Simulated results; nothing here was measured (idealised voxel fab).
process module | voxel capacitor over wiring
Xsec cut, 200 nm wide, square cell size 5 nm.
Think of the cross-section as a grid of square cells. We describe it in bands, top to bottom, and each band covers one or more rows of those cells. Heads up on the band format: heights come first, top then bottom, in nm. After that it's the materials left to right, each with its width in nm. A single material flagged "edge to edge" fills the whole band edge to edge, and "blank" means there's empty space there. Below 0: as-received wafer, all one material; heights counted from there. Lowest band: no bottom, goes on down, written "from 0 down". Think of "30->40" as a width that walks from the first number to the second as you go down the band, top row to bottom row, taking equal-sized steps from row to row. No cell of the cross-section changed in a step that is given as "everything unchanged". If an empty space has no open way to the top and is at least 8 cells in size, "Completely sealed voids" lists it, written width x height at distance, where distance is measured from the left edge and every value is in nm. The remark found on a step's line after its settings is issued by the simulator itself and pertains to that step. "overlay nm", when on a step's line for a step with a mask, measures how far to the right of its planned place the mask lay; a negative measure means to the left.
Steps in the process plan
- 1: RECEIVE | material Si
- 2: CONFORMAL_DEP | material SiO2 | thk nm 15
- 3: CONFORMAL_DEP | material SiCN | thk nm 5
- 4: DIRECTIONAL_DEP | material SiO2 | thk nm 20
- 5: DIRECTIONAL_DEP | material aC | thk nm 15
- 6: PATTERN | tone open | mask id METAL_1 | material resist | width nm 25 | pitch nm 90 | thk nm 35 | overlay nm 0
- 7: DIRECTIONAL_ETCH | etch materials aC | depth nm 15
- 8: STRIP | etch materials resist
- 9: DIRECTIONAL_ETCH | etch materials SiO2 | depth nm 20
- 10: DIRECTIONAL_ETCH | etch materials SiCN | depth nm 5
- 11: STRIP | etch materials aC
- 12: CONFORMAL_DEP | material TiN | thk nm 5
- 13: FILL_DEP | material Cu | thk nm 10
- 14: CMP | height nm 40
- 15: EPI | material Ru | thk nm 5
- 16: FILL_DEP | material SiCN | thk nm 5
- 17: DIRECTIONAL_DEP | material lowk | thk nm 10
- 18: PATTERN | tone open | mask id PLUG_1 | material resist | width nm 15 | thk nm 20 | overlay nm 0
- 19: DIRECTIONAL_ETCH | etch materials lowk | depth nm 10
- 20: DIRECTIONAL_ETCH | etch materials SiCN | depth nm 5
- 21: STRIP | etch materials resist
- 22: EPI | material Ru | thk nm 10
- 23: EPI | material Ru | thk nm 5
- 24: DIRECTIONAL_DEP | material TiN | thk nm 10
- 25: DIRECTIONAL_DEP | material HfO2 | thk nm 5
- 26: DIRECTIONAL_DEP | material TiN | thk nm 5
- 27: DIRECTIONAL_DEP | material aC | thk nm 10
- 28: PATTERN | tone cover | mask id UPPER_PLATE | material resist | width nm 70 | thk nm 25 | overlay nm 0
- 29: DIRECTIONAL_ETCH | etch materials aC | depth nm 10
- 30: STRIP | etch materials resist
- 31: DIRECTIONAL_ETCH | etch materials TiN | depth nm 5
- 32: DIRECTIONAL_ETCH | etch materials HfO2 | depth nm 5
- 33: STRIP | etch materials aC
- 34: PATTERN | tone cover | mask id LOWER_PLATE | material resist | width nm 80 | thk nm 15 | overlay nm 0
- 35: DIRECTIONAL_ETCH | etch materials TiN | depth nm 10
- 36: STRIP | etch materials resist
- 37: FILL_DEP | material SiO2 | thk nm 20
- 38: CMP | height nm 95
- 39: DIRECTIONAL_DEP | material aC | thk nm 15
- 40: PATTERN | tone open | mask id PLUG_2 | material resist | width nm 15 | thk nm 30 | overlay nm 0
- 41: DIRECTIONAL_ETCH | etch materials aC | depth nm 15
- 42: STRIP | etch materials resist
- 43: DIRECTIONAL_ETCH | etch materials SiO2 | depth nm 15
- 44: STRIP | etch materials aC
- 45: CONFORMAL_DEP | material TiN | thk nm 5
- 46: FILL_DEP | material Ru | thk nm 5
- 47: CMP | height nm 95
- 48: CONFORMAL_DEP | material SiCN | thk nm 5
The first of two wafers, run as planned
The cross-section here shows the wafer as received, i.e. in its state after step 1
- from 0 down  Si edge to edge
- Completely sealed voids: none
Sectional view: wafer, after step 2
- from 15 to 0  SiO2 edge to edge
- Everything under 0 stays put, no change at all.
Sectional view: wafer, after step 3
- from 20 to 15  SiCN edge to edge
- Everything under 15 stays put, no change at all.
Sectional view: wafer, after step 4
- from 40 to 20  SiO2 edge to edge
- Everything under 20 stays put, no change at all.
Sectional view: wafer, after step 5
- from 55 to 40  aC edge to edge
- Everything under 40 stays put, no change at all.
Sectional view: wafer, after step 6
- from 90 to 55  40 nm resist, 25 nm blank, 65 nm resist, 25 nm blank, 45 nm resist
- Everything under 55 stays put, no change at all.
Sectional view: wafer, after step 7
- from 75 to 55  40 nm resist, 25 nm blank, 65 nm resist, 25 nm blank, 45 nm resist
- from 55 to 40  40 nm aC, 25 nm blank, 65 nm aC, 25 nm blank, 45 nm aC
- Everything under 40 stays put, no change at all.
Sectional view: wafer, after step 8
- from 55 to 40  40 nm aC, 25 nm blank, 65 nm aC, 25 nm blank, 45 nm aC
- Everything under 40 stays put, no change at all.
Sectional view: wafer, after step 9
- from 55 to 40  40 nm aC, 25 nm blank, 65 nm aC, 25 nm blank, 45 nm aC
- from 40 to 20  40 nm SiO2, 25 nm blank, 65 nm SiO2, 25 nm blank, 45 nm SiO2
- Everything under 20 stays put, no change at all.
Sectional view: wafer, after step 10
- from 55 to 40  40 nm aC, 25 nm blank, 65 nm aC, 25 nm blank, 45 nm aC
- from 40 to 20  40 nm SiO2, 25 nm blank, 65 nm SiO2, 25 nm blank, 45 nm SiO2
- from 20 to 15  40 nm SiCN, 25 nm blank, 65 nm SiCN, 25 nm blank, 45 nm SiCN
- Everything under 15 stays put, no change at all.
Sectional view: wafer, after step 11
- from 40 to 20  40 nm SiO2, 25 nm blank, 65 nm SiO2, 25 nm blank, 45 nm SiO2
- Everything under 20 stays put, no change at all.
Sectional view: wafer, after step 12
- from 45 to 40  45 nm TiN, 15 nm blank, 75 nm TiN, 15 nm blank, 50 nm TiN
- from 40 to 20  40 nm SiO2, 5 nm TiN, 15 nm blank, 5 nm TiN, 65 nm SiO2, 5 nm TiN, 15 nm blank, 5 nm TiN, 45 nm SiO2
- from 20 to 15  40 nm SiCN, 25 nm TiN, 65 nm SiCN, 25 nm TiN, 45 nm SiCN
- Everything under 15 stays put, no change at all.
Sectional view: wafer, after step 13
- from 55 to 45  Cu edge to edge
- from 45 to 40  45 nm TiN, 15 nm Cu, 75 nm TiN, 15 nm Cu, 50 nm TiN
- from 40 to 20  40 nm SiO2, 5 nm TiN, 15 nm Cu, 5 nm TiN, 65 nm SiO2, 5 nm TiN, 15 nm Cu, 5 nm TiN, 45 nm SiO2
- Everything under 20 stays put, no change at all.
Sectional view: wafer, after step 14
- from 40 to 20  40 nm SiO2, 5 nm TiN, 15 nm Cu, 5 nm TiN, 65 nm SiO2, 5 nm TiN, 15 nm Cu, 5 nm TiN, 45 nm SiO2
- Everything under 20 stays put, no change at all.
Sectional view: wafer, after step 15
- from 45 to 40  35 nm blank, 35 nm Ru, 55 nm blank, 35 nm Ru, 40 nm blank
- Everything under 40 stays put, no change at all.
Sectional view: wafer, after step 16
- from 50 to 45  SiCN edge to edge
- from 45 to 40  35 nm SiCN, 35 nm Ru, 55 nm SiCN, 35 nm Ru, 40 nm SiCN
- Everything under 40 stays put, no change at all.
Sectional view: wafer, after step 17
- from 60 to 50  lowk edge to edge
- Everything under 50 stays put, no change at all.
Sectional view: wafer, after step 18
- from 80 to 60  50 nm resist, 15 nm blank, 135 nm resist
- Everything under 60 stays put, no change at all.
Sectional view: wafer, after step 19
- from 80 to 60  50 nm resist, 15 nm blank, 135 nm resist
- from 60 to 50  50 nm lowk, 15 nm blank, 135 nm lowk
- Everything under 50 stays put, no change at all.
Sectional view: wafer, after step 20
- from 80 to 60  50 nm resist, 15 nm blank, 135 nm resist
- from 60 to 50  50 nm lowk, 15 nm blank, 135 nm lowk
- from 50 to 45  50 nm SiCN, 15 nm blank, 135 nm SiCN
- Everything under 45 stays put, no change at all.
Sectional view: wafer, after step 21
- from 60 to 50  50 nm lowk, 15 nm blank, 135 nm lowk
- Everything under 50 stays put, no change at all.
Sectional view: wafer, after step 22
- from 60 to 55  50 nm lowk, 15 nm blank, 135 nm lowk
- from 55 to 50  50 nm lowk, 15 nm Ru, 135 nm lowk
- from 50 to 45  50 nm SiCN, 15 nm Ru, 135 nm SiCN
- Everything under 45 stays put, no change at all.
Sectional view: wafer, after step 23
- from 60 to 50  50 nm lowk, 15 nm Ru, 135 nm lowk
- Everything under 50 stays put, no change at all.
Sectional view: wafer, after step 24
- from 70 to 60  TiN edge to edge
- Everything under 60 stays put, no change at all.
Sectional view: wafer, after step 25
- from 75 to 70  HfO2 edge to edge
- Everything under 70 stays put, no change at all.
Sectional view: wafer, after step 26
- from 80 to 75  TiN edge to edge
- Everything under 75 stays put, no change at all.
Sectional view: wafer, after step 27
- from 90 to 80  aC edge to edge
- Everything under 80 stays put, no change at all.
Sectional view: wafer, after step 28
- from 115 to 90  50 nm blank, 70 nm resist, 80 nm blank
- Everything under 90 stays put, no change at all.
Sectional view: wafer, after step 29
- from 105 to 90  50 nm blank, 70 nm resist, 80 nm blank
- from 90 to 80  50 nm blank, 70 nm aC, 80 nm blank
- Everything under 80 stays put, no change at all.
Sectional view: wafer, after step 30
- from 90 to 80  50 nm blank, 70 nm aC, 80 nm blank
- Everything under 80 stays put, no change at all.
Sectional view: wafer, after step 31
- from 90 to 80  50 nm blank, 70 nm aC, 80 nm blank
- from 80 to 75  50 nm blank, 70 nm TiN, 80 nm blank
- Everything under 75 stays put, no change at all.
Sectional view: wafer, after step 32
- from 90 to 80  50 nm blank, 70 nm aC, 80 nm blank
- from 80 to 75  50 nm blank, 70 nm TiN, 80 nm blank
- from 75 to 70  50 nm blank, 70 nm HfO2, 80 nm blank
- Everything under 70 stays put, no change at all.
Sectional view: wafer, after step 33
- from 80 to 75  50 nm blank, 70 nm TiN, 80 nm blank
- Everything under 75 stays put, no change at all.
Sectional view: wafer, after step 34
- from 95 to 80  45 nm blank, 80 nm resist, 75 nm blank
- from 80 to 75  45 nm blank, 5 nm resist, 70 nm TiN, 5 nm resist, 75 nm blank
- from 75 to 70  45 nm blank, 5 nm resist, 70 nm HfO2, 5 nm resist, 75 nm blank
- Everything under 70 stays put, no change at all.
Sectional view: wafer, after step 35
- from 95 to 80  45 nm blank, 80 nm resist, 75 nm blank
- from 80 to 75  45 nm blank, 5 nm resist, 70 nm TiN, 5 nm resist, 75 nm blank
- from 75 to 70  45 nm blank, 5 nm resist, 70 nm HfO2, 5 nm resist, 75 nm blank
- from 70 to 60  45 nm blank, 80 nm TiN, 75 nm blank
- Everything under 60 stays put, no change at all.
Sectional view: wafer, after step 36
- from 80 to 75  50 nm blank, 70 nm TiN, 80 nm blank
- from 75 to 70  50 nm blank, 70 nm HfO2, 80 nm blank
- Everything under 70 stays put, no change at all.
Sectional view: wafer, after step 37
- from 100 to 80  SiO2 edge to edge
- from 80 to 75  50 nm SiO2, 70 nm TiN, 80 nm SiO2
- from 75 to 70  50 nm SiO2, 70 nm HfO2, 80 nm SiO2
- from 70 to 60  45 nm SiO2, 80 nm TiN, 75 nm SiO2
- Everything under 60 stays put, no change at all.
Sectional view: wafer, after step 38
- from 95 to 80  SiO2 edge to edge
- Everything under 80 stays put, no change at all.
Sectional view: wafer, after step 39
- from 110 to 95  aC edge to edge
- Everything under 95 stays put, no change at all.
Sectional view: wafer, after step 40
- from 140 to 110  60 nm resist, 15 nm blank, 125 nm resist
- Everything under 110 stays put, no change at all.
Sectional view: wafer, after step 41
- from 125 to 110  60 nm resist, 15 nm blank, 125 nm resist
- from 110 to 95  60 nm aC, 15 nm blank, 125 nm aC
- Everything under 95 stays put, no change at all.
Sectional view: wafer, after step 42
- from 110 to 95  60 nm aC, 15 nm blank, 125 nm aC
- Everything under 95 stays put, no change at all.
Sectional view: wafer, after step 43
- from 110 to 95  60 nm aC, 15 nm blank, 125 nm aC
- from 95 to 80  60 nm SiO2, 15 nm blank, 125 nm SiO2
- Everything under 80 stays put, no change at all.
Sectional view: wafer, after step 44
- from 95 to 80  60 nm SiO2, 15 nm blank, 125 nm SiO2
- Everything under 80 stays put, no change at all.
Sectional view: wafer, after step 45
- from 100 to 95  65 nm TiN, 5 nm blank, 130 nm TiN
- from 95 to 85  60 nm SiO2, 5 nm TiN, 5 nm blank, 5 nm TiN, 125 nm SiO2
- from 85 to 75  60->50 nm SiO2, 15->70 nm TiN, 125->80 nm SiO2
- Everything under 75 stays put, no change at all.
Sectional view: wafer, after step 46
- from 105 to 100  Ru edge to edge
- from 100 to 95  65 nm TiN, 5 nm Ru, 130 nm TiN
- from 95 to 85  60 nm SiO2, 5 nm TiN, 5 nm Ru, 5 nm TiN, 125 nm SiO2
- Everything under 85 stays put, no change at all.
Sectional view: wafer, after step 47
- from 95 to 85  60 nm SiO2, 5 nm TiN, 5 nm Ru, 5 nm TiN, 125 nm SiO2
- Everything under 85 stays put, no change at all.
Sectional view: wafer, after step 48
- from 100 to 95  SiCN edge to edge
- Everything under 95 stays put, no change at all.
Wafer two of the pair: same origin, same plan, one error during the run; identical to wafer one up to and including step 17
What the second wafer looks like in cross-section when step 18 should have wrapped up: everything unchanged
What the second wafer looks like in cross-section when step 19 should have wrapped up
- from 50 to 45  SiCN edge to edge
- Everything under 45 stays put, no change at all.
What the second wafer looks like in cross-section when step 20 should have wrapped up
- from 45 to 40  35 nm SiCN, 35 nm Ru, 55 nm SiCN, 35 nm Ru, 40 nm SiCN
- Everything under 40 stays put, no change at all.
What the second wafer looks like in cross-section when step 21 should have wrapped up: everything unchanged
What the second wafer looks like in cross-section when step 22 should have wrapped up
- from 55 to 45  25 nm blank, 55 nm Ru, 35 nm blank, 55 nm Ru, 30 nm blank
- Everything under 45 stays put, no change at all.
What the second wafer looks like in cross-section when step 23 should have wrapped up
- from 60 to 45  20 nm blank, 65 nm Ru, 25 nm blank, 65 nm Ru, 25 nm blank
- Everything under 45 stays put, no change at all.
What the second wafer looks like in cross-section when step 24 should have wrapped up
- from 70 to 60  20 nm blank, 65 nm TiN, 25 nm blank, 65 nm TiN, 25 nm blank
- from 60 to 55  20 nm blank, 65 nm Ru, 25 nm blank, 65 nm Ru, 25 nm blank
- from 55 to 45  20 nm TiN, 65 nm Ru, 25 nm TiN, 65 nm Ru, 25 nm TiN
- Everything under 45 stays put, no change at all.
What the second wafer looks like in cross-section when step 25 should have wrapped up
- from 75 to 70  20 nm blank, 65 nm HfO2, 25 nm blank, 65 nm HfO2, 25 nm blank
- from 70 to 60  20 nm blank, 65 nm TiN, 25 nm blank, 65 nm TiN, 25 nm blank
- from 60 to 55  20 nm HfO2, 65 nm Ru, 25 nm HfO2, 65 nm Ru, 25 nm HfO2
- Everything under 55 stays put, no change at all.
What the second wafer looks like in cross-section when step 26 should have wrapped up
- from 80 to 75  20 nm blank, 65 nm TiN, 25 nm blank, 65 nm TiN, 25 nm blank
- from 75 to 70  20 nm blank, 65 nm HfO2, 25 nm blank, 65 nm HfO2, 25 nm blank
- from 70 to 65  20 nm blank, 65 nm TiN, 25 nm blank, 65 nm TiN, 25 nm blank
- from 65 to 60  TiN edge to edge
- Everything under 60 stays put, no change at all.
What the second wafer looks like in cross-section when step 27 should have wrapped up
- from 90 to 80  20 nm blank, 65 nm aC, 25 nm blank, 65 nm aC, 25 nm blank
- from 80 to 75  20 nm blank, 65 nm TiN, 25 nm blank, 65 nm TiN, 25 nm blank
- from 75 to 70  20 nm aC, 65 nm HfO2, 25 nm aC, 65 nm HfO2, 25 nm aC
- from 70 to 65  20 nm aC, 65 nm TiN, 25 nm aC, 65 nm TiN, 25 nm aC
- Everything under 65 stays put, no change at all.
What the second wafer looks like in cross-section when step 28 should have wrapped up
- from 115 to 90  50 nm blank, 70 nm resist, 80 nm blank
- from 90 to 80  20 nm blank, 65 nm aC, 25 nm resist, 65 nm aC, 25 nm blank
- from 80 to 75  20 nm blank, 65 nm TiN, 25 nm resist, 65 nm TiN, 25 nm blank
- Everything under 75 stays put, no change at all.
What the second wafer looks like in cross-section when step 29 should have wrapped up
- from 105 to 90  50 nm blank, 70 nm resist, 80 nm blank
- from 90 to 80  50 nm blank, 35 nm aC, 25 nm resist, 10 nm aC, 80 nm blank
- from 80 to 75  20 nm blank, 65 nm TiN, 25 nm resist, 65 nm TiN, 25 nm blank
- from 75 to 70  20 nm blank, 65 nm HfO2, 25 nm aC, 65 nm HfO2, 25 nm blank
- from 70 to 65  20 nm blank, 65 nm TiN, 25 nm aC, 65 nm TiN, 25 nm blank
- Everything under 65 stays put, no change at all.
What the second wafer looks like in cross-section when step 30 should have wrapped up
- from 90 to 80  50 nm blank, 35 nm aC, 25 nm blank, 10 nm aC, 80 nm blank
- from 80 to 75  20 nm blank, 65 nm TiN, 25 nm blank, 65 nm TiN, 25 nm blank
- Everything under 75 stays put, no change at all.
What the second wafer looks like in cross-section when step 31 should have wrapped up
- from 90 to 80  50 nm blank, 35 nm aC, 25 nm blank, 10 nm aC, 80 nm blank
- from 80 to 75  50 nm blank, 35 nm TiN, 25 nm blank, 10 nm TiN, 80 nm blank
- from 75 to 70  20 nm blank, 65 nm HfO2, 25 nm aC, 65 nm HfO2, 25 nm blank
- from 70 to 65  20 nm blank, 65 nm TiN, 25 nm aC, 65 nm TiN, 25 nm blank
- from 65 to 60  20 nm blank, 155 nm TiN, 25 nm blank
- Everything under 60 stays put, no change at all.
What the second wafer looks like in cross-section when step 32 should have wrapped up
- from 90 to 80  50 nm blank, 35 nm aC, 25 nm blank, 10 nm aC, 80 nm blank
- from 80 to 75  50 nm blank, 35 nm TiN, 25 nm blank, 10 nm TiN, 80 nm blank
- from 75 to 70  50 nm blank, 35 nm HfO2, 25 nm aC, 10 nm HfO2, 80 nm blank
- from 70 to 65  20 nm blank, 65 nm TiN, 25 nm aC, 65 nm TiN, 25 nm blank
- from 65 to 60  20 nm blank, 155 nm TiN, 25 nm blank
- from 60 to 55  20 nm blank, 65 nm Ru, 25 nm HfO2, 65 nm Ru, 25 nm blank
- Everything under 55 stays put, no change at all.
What the second wafer looks like in cross-section when step 33 should have wrapped up
- from 80 to 75  50 nm blank, 35 nm TiN, 25 nm blank, 10 nm TiN, 80 nm blank
- from 75 to 70  50 nm blank, 35 nm HfO2, 25 nm blank, 10 nm HfO2, 80 nm blank
- from 70 to 65  20 nm blank, 65 nm TiN, 25 nm blank, 65 nm TiN, 25 nm blank
- Everything under 65 stays put, no change at all.
What the second wafer looks like in cross-section when step 34 should have wrapped up
- from 95 to 80  45 nm blank, 80 nm resist, 75 nm blank
- from 80 to 75  45 nm blank, 5 nm resist, 35 nm TiN, 25 nm resist, 10 nm TiN, 5 nm resist, 75 nm blank
- from 75 to 70  45 nm blank, 5 nm resist, 35 nm HfO2, 25 nm resist, 10 nm HfO2, 5 nm resist, 75 nm blank
- from 70 to 65  20 nm blank, 65 nm TiN, 25 nm resist, 65 nm TiN, 25 nm blank
- Everything under 65 stays put, no change at all.
What the second wafer looks like in cross-section when step 35 should have wrapped up
- from 95 to 80  45 nm blank, 80 nm resist, 75 nm blank
- from 80 to 75  45 nm blank, 5 nm resist, 35 nm TiN, 25 nm resist, 10 nm TiN, 5 nm resist, 75 nm blank
- from 75 to 70  45 nm blank, 5 nm resist, 35 nm HfO2, 25 nm resist, 10 nm HfO2, 5 nm resist, 75 nm blank
- from 70 to 65  45 nm blank, 40 nm TiN, 25 nm resist, 15 nm TiN, 75 nm blank
- from 65 to 60  45 nm blank, 80 nm TiN, 75 nm blank
- from 60 to 55  20 nm blank, 65 nm Ru, 25 nm HfO2, 65 nm Ru, 25 nm blank
- from 55 to 45  20 nm blank, 65 nm Ru, 25 nm TiN, 65 nm Ru, 25 nm blank
- Everything under 45 stays put, no change at all.
What the second wafer looks like in cross-section when step 36 should have wrapped up
- from 80 to 75  50 nm blank, 35 nm TiN, 25 nm blank, 10 nm TiN, 80 nm blank
- from 75 to 70  50 nm blank, 35 nm HfO2, 25 nm blank, 10 nm HfO2, 80 nm blank
- from 70 to 65  45 nm blank, 40 nm TiN, 25 nm blank, 15 nm TiN, 75 nm blank
- Everything under 65 stays put, no change at all.
What the second wafer looks like in cross-section when step 37 should have wrapped up
- from 100 to 80  SiO2 edge to edge
- from 80 to 75  50 nm SiO2, 35 nm TiN, 25 nm SiO2, 10 nm TiN, 80 nm SiO2
- from 75 to 70  50 nm SiO2, 35 nm HfO2, 25 nm SiO2, 10 nm HfO2, 80 nm SiO2
- from 70 to 65  45 nm SiO2, 40 nm TiN, 25 nm SiO2, 15 nm TiN, 75 nm SiO2
- from 65 to 60  45 nm SiO2, 80 nm TiN, 75 nm SiO2
- from 60 to 55  20 nm SiO2, 65 nm Ru, 25 nm HfO2, 65 nm Ru, 25 nm SiO2
- from 55 to 45  20 nm SiO2, 65 nm Ru, 25 nm TiN, 65 nm Ru, 25 nm SiO2
- Everything under 45 stays put, no change at all.
What the second wafer looks like in cross-section when step 38 should have wrapped up
- from 95 to 80  SiO2 edge to edge
- Everything under 80 stays put, no change at all.
What the second wafer looks like in cross-section when step 39 should have wrapped up
- from 110 to 95  aC edge to edge
- Everything under 95 stays put, no change at all.
What the second wafer looks like in cross-section when step 40 should have wrapped up
- from 140 to 110  60 nm resist, 15 nm blank, 125 nm resist
- Everything under 110 stays put, no change at all.
What the second wafer looks like in cross-section when step 41 should have wrapped up
- from 125 to 110  60 nm resist, 15 nm blank, 125 nm resist
- from 110 to 95  60 nm aC, 15 nm blank, 125 nm aC
- Everything under 95 stays put, no change at all.
What the second wafer looks like in cross-section when step 42 should have wrapped up
- from 110 to 95  60 nm aC, 15 nm blank, 125 nm aC
- Everything under 95 stays put, no change at all.
What the second wafer looks like in cross-section when step 43 should have wrapped up
- from 110 to 95  60 nm aC, 15 nm blank, 125 nm aC
- from 95 to 80  60 nm SiO2, 15 nm blank, 125 nm SiO2
- Everything under 80 stays put, no change at all.
What the second wafer looks like in cross-section when step 44 should have wrapped up
- from 95 to 80  60 nm SiO2, 15 nm blank, 125 nm SiO2
- Everything under 80 stays put, no change at all.
What the second wafer looks like in cross-section when step 45 should have wrapped up
- from 100 to 95  65 nm TiN, 5 nm blank, 130 nm TiN
- from 95 to 85  60 nm SiO2, 5 nm TiN, 5 nm blank, 5 nm TiN, 125 nm SiO2
- from 85 to 80  60 nm SiO2, 15 nm TiN, 125 nm SiO2
- Everything under 80 stays put, no change at all.
What the second wafer looks like in cross-section when step 46 should have wrapped up
- from 105 to 100  Ru edge to edge
- from 100 to 95  65 nm TiN, 5 nm Ru, 130 nm TiN
- from 95 to 85  60 nm SiO2, 5 nm TiN, 5 nm Ru, 5 nm TiN, 125 nm SiO2
- Everything under 85 stays put, no change at all.
What the second wafer looks like in cross-section when step 47 should have wrapped up
- from 95 to 85  60 nm SiO2, 5 nm TiN, 5 nm Ru, 5 nm TiN, 125 nm SiO2
- Everything under 85 stays put, no change at all.
What the second wafer looks like in cross-section when step 48 should have wrapped up
- from 100 to 95  SiCN edge to edge
- Everything under 95 stays put, no change at all.
Plan not followed: step 18 of the plan never got run, it was skipped over
End check, counted in cells, second wafer has more or fewer of these materials than the first: 69 more of Ru, 37 fewer of SiCN, 42 more of SiO2, 74 fewer of lowk
